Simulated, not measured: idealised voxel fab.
process module | voxel fin reveal
cross-section cut | 185 nm wide | cells 5 nm
A cross-section is a grid of square cells, given in bands from the top down. A band is one or more rows of cells.
Each band's line starts with the height of the band's top and of its bottom, in nm. Then come its materials from left to right, each with its width in nm. One material with "throughout" fills the band from edge to edge. "air" is empty space.
Height 0 is the level under which the wafer as received is all one material. The lowest band goes on downwards, as in "0 down".
A width such as "30 to 40" changes by the same amount from each row of cells to the next, from the band's top row to its bottom row.
"no change" after a step means that no cell of the cross-section changed.
closed voids: empty space of 8 cells or more with no open way to the top, each as width x height at its distance from the left edge, in nm
after a step's settings: what the simulator itself notes on the step
overlay nm, on a step with a mask: how far to the right of its planned place the mask lay; to the left if negative
Each pair below shows a cross-section before one step and the cross-section after it, down to the lowest band that changed. The line under each pair gives the step between them, with its settings. The pairs can come from different runs of this module on the same starting wafer, so a pair continues from the pair above only where its "before" says so.
before
  0 down: Si throughout
  closed voids: none
after
  10 to 0: SiN throughout
  below 0: unchanged
  closed voids: none
the step between: op CONFORMAL_DEP | material SiN | thk nm 10
before: the cross-section after the pair above
after
  10 to 0: air 65 | SiN 15 | air 20 | SiN 15 | air 70
  below 0: unchanged
  closed voids: none
the step between: op MASKED_ETCH | tone cover | mask id FINS | width nm 15 | pitch nm 35 | etch materials SiN | depth nm 10 | overlay nm 0
before: the cross-section after the pair above
after
  10 to 0: air 65 | SiN 15 | air 20 | SiN 15 | air 70
  0 to -40: air 65 | Si 15 | air 20 | Si 15 | air 70
  below -40: unchanged
  closed voids: none
the step between: op MASKED_ETCH | tone cover | mask id FINS | width nm 15 | pitch nm 35 | etch materials Si | depth nm 40 | overlay nm 0
before: the cross-section after the pair above
after
  15 to 10: SiO2 throughout
  10 to 0: SiO2 65 | SiN 15 | SiO2 20 | SiN 15 | SiO2 70
  0 to -40: SiO2 65 | Si 15 | SiO2 20 | Si 15 | SiO2 70
  below -40: unchanged
  closed voids: none
the step between: op FILL_DEP | material SiO2 | thk nm 5
before: the cross-section after the pair above
after
  10 to 0: SiO2 65 | SiN 15 | SiO2 20 | SiN 15 | SiO2 70
  below 0: unchanged
  closed voids: none
the step between: op CMP | height nm 10
before: the cross-section after the pair above
after
  10 to 0: air 65 | SiN 15 | air 20 | SiN 15 | air 70
  0 to -20: air 65 | Si 15 | air 20 | Si 15 | air 70
  below -20: unchanged
  closed voids: none
the step between: op SELECTIVE_ETCH | etch materials SiO2 | depth nm 30
before: the cross-section after the pair above
after
  0 to -20: air 65 | Si 15 | air 20 | Si 15 | air 70
  below -20: unchanged
  closed voids: none
the step between: op STRIP | etch materials SiN
before: the cross-section after the pair above
after
  5 to 0: air 60 | HfO2 25 | air 10 | HfO2 25 | air 65
  0 to -15: air 60 | HfO2 5 | Si 15 | HfO2 5 | air 10 | HfO2 5 | Si 15 | HfO2 5 | air 65
  -15 to -20: HfO2 65 | Si 15 | HfO2 20 | Si 15 | HfO2 70
  below -20: unchanged
  closed voids: none
the step between: op CONFORMAL_DEP | material HfO2 | thk nm 5
before
  10 to 0: air 65 | SiN 15 | air 20 | SiN 15 | air 70
  0 to -40: air 65 | Si 15 | air 20 | Si 15 | air 70
  -40 down: Si throughout
  closed voids: none
after
  10 to 0: air 65 | SiN 15 | air 20 | SiN 15 | air 70
  0 to -80: air 65 | Si 15 | air 20 | Si 15 | air 70
  below -80: unchanged
  closed voids: none
the step between: op MASKED_ETCH | tone cover | mask id FINS | width nm 15 | pitch nm 35 | etch materials Si | depth nm 40 | overlay nm 0
before: the cross-section after the pair above
after
  15 to 10: SiO2 throughout
  10 to 0: SiO2 65 | SiN 15 | SiO2 20 | SiN 15 | SiO2 70
  0 to -80: SiO2 65 | Si 15 | SiO2 20 | Si 15 | SiO2 70
  below -80: unchanged
  closed voids: none
the step between: op FILL_DEP | material SiO2 | thk nm 5
before: the cross-section after the pair above
after
  10 to 0: SiO2 65 | SiN 15 | SiO2 20 | SiN 15 | SiO2 70
  below 0: unchanged
  closed voids: none
the step between: op CMP | height nm 10
before: the cross-section after the pair above
after
  10 to 0: air 65 | SiN 15 | air 20 | SiN 15 | air 70
  0 to -20: air 65 | Si 15 | air 20 | Si 15 | air 70
  below -20: unchanged
  closed voids: none
the step between: op SELECTIVE_ETCH | etch materials SiO2 | depth nm 30
before: the cross-section after the pair above
after
  0 to -20: air 65 | Si 15 | air 20 | Si 15 | air 70
  below -20: unchanged
  closed voids: none
the step between: op STRIP | etch materials SiN
before: the cross-section after the pair above
after
  5 to 0: air 60 | HfO2 25 | air 10 | HfO2 25 | air 65
  0 to -15: air 60 | HfO2 5 | Si 15 | HfO2 5 | air 10 | HfO2 5 | Si 15 | HfO2 5 | air 65
  -15 to -20: HfO2 65 | Si 15 | HfO2 20 | Si 15 | HfO2 70
  below -20: unchanged
  closed voids: none
the step between: op CONFORMAL_DEP | material HfO2 | thk nm 5
before
  10 to 0: SiO2 65 | SiN 15 | SiO2 20 | SiN 15 | SiO2 70
  0 to -40: SiO2 65 | Si 15 | SiO2 20 | Si 15 | SiO2 70
  -40 down: Si throughout
  closed voids: none
after
  10 to 0: SiO2 65 | air 15 | SiO2 20 | air 15 | SiO2 70
  below 0: unchanged
  closed voids: none
the step between: op STRIP | etch materials SiN
before: the cross-section after the pair above
after
  0 to -20: air 65 | Si 15 | air 20 | Si 15 | air 70
  -20 to -30: SiO2 35 | air 30 | Si 15 | air 20 | Si 15 | air 30 | SiO2 40
  below -30: unchanged
  closed voids: none
the step between: op SELECTIVE_ETCH | etch materials SiO2 | depth nm 30
before: the cross-section after the pair above
after
  5 to 0: air 60 | HfO2 25 | air 10 | HfO2 25 | air 65
  0 to -15: air 60 | HfO2 5 | Si 15 | HfO2 5 | air 10 | HfO2 5 | Si 15 | HfO2 5 | air 65
  -15 to -20: HfO2 40 | air 20 | HfO2 5 | Si 15 | HfO2 5 | air 10 | HfO2 5 | Si 15 | HfO2 5 | air 20 | HfO2 45
  -20 to -25: SiO2 35 | HfO2 5 | air 20 | HfO2 5 | Si 15 | HfO2 5 | air 10 | HfO2 5 | Si 15 | HfO2 5 | air 20 | HfO2 5 | SiO2 40
  -25 to -30: SiO2 35 | HfO2 30 | Si 15 | HfO2 20 | Si 15 | HfO2 30 | SiO2 40
  below -30: unchanged
  closed voids: none
the step between: op CONFORMAL_DEP | material HfO2 | thk nm 5
before
  10 to 0: air 65 | SiN 15 | air 20 | SiN 15 | air 70
  0 down: Si throughout
  closed voids: none
after
  10 to 0: air 65 | SiN 15 | air 20 | SiN 15 | air 70
  0 to -50: air 65 | Si 15 | air 20 | Si 15 | air 70
  below -50: unchanged
  closed voids: none
the step between: op MASKED_ETCH | tone cover | mask id FINS | width nm 15 | pitch nm 35 | etch materials Si | depth nm 50 | overlay nm 0
before: the cross-section after the pair above
after
  15 to 10: SiO2 throughout
  10 to 0: SiO2 65 | SiN 15 | SiO2 20 | SiN 15 | SiO2 70
  0 to -50: SiO2 65 | Si 15 | SiO2 20 | Si 15 | SiO2 70
  below -50: unchanged
  closed voids: none
the step between: op FILL_DEP | material SiO2 | thk nm 5
before: the cross-section after the pair above
after
  10 to 0: SiO2 65 | SiN 15 | SiO2 20 | SiN 15 | SiO2 70
  below 0: unchanged
  closed voids: none
the step between: op CMP | height nm 10
before: the cross-section after the pair above
after
  10 to 0: air 65 | SiN 15 | air 20 | SiN 15 | air 70
  0 to -20: air 65 | Si 15 | air 20 | Si 15 | air 70
  below -20: unchanged
  closed voids: none
the step between: op SELECTIVE_ETCH | etch materials SiO2 | depth nm 30
before: the cross-section after the pair above
after
  0 to -20: air 65 | Si 15 | air 20 | Si 15 | air 70
  below -20: unchanged
  closed voids: none
the step between: op STRIP | etch materials SiN
before: the cross-section after the pair above
after
  5 to 0: air 60 | HfO2 25 | air 10 | HfO2 25 | air 65
  0 to -15: air 60 | HfO2 5 | Si 15 | HfO2 5 | air 10 | HfO2 5 | Si 15 | HfO2 5 | air 65
  -15 to -20: HfO2 65 | Si 15 | HfO2 20 | Si 15 | HfO2 70
  below -20: unchanged
  closed voids: none
the step between: op CONFORMAL_DEP | material HfO2 | thk nm 5
before
  10 to 0: air 65 | SiN 15 | air 20 | SiN 15 | air 70
  0 to -20: air 65 | Si 15 | air 20 | Si 15 | air 70
  -20 to -40: SiO2 65 | Si 15 | SiO2 20 | Si 15 | SiO2 70
  -40 down: Si throughout
  closed voids: none
after
  10 to 0: air 65 | SiN 15 | air 20 | SiN 15 | air 70
  0 to -40: air 65 | Si 15 | air 20 | Si 15 | air 70
  below -40: unchanged
  closed voids: none
the step between: op STRIP | etch materials SiO2
before: the cross-section after the pair above
after
  15 to 10: air 60 | HfO2 25 | air 10 | HfO2 25 | air 65
  10 to 0: air 60 | HfO2 5 | SiN 15 | HfO2 5 | air 10 | HfO2 5 | SiN 15 | HfO2 5 | air 65
  0 to -35: air 60 | HfO2 5 | Si 15 | HfO2 5 | air 10 | HfO2 5 | Si 15 | HfO2 5 | air 65
  -35 to -40: HfO2 65 | Si 15 | HfO2 20 | Si 15 | HfO2 70
  below -40: unchanged
  closed voids: none
the step between: op CONFORMAL_DEP | material HfO2 | thk nm 5
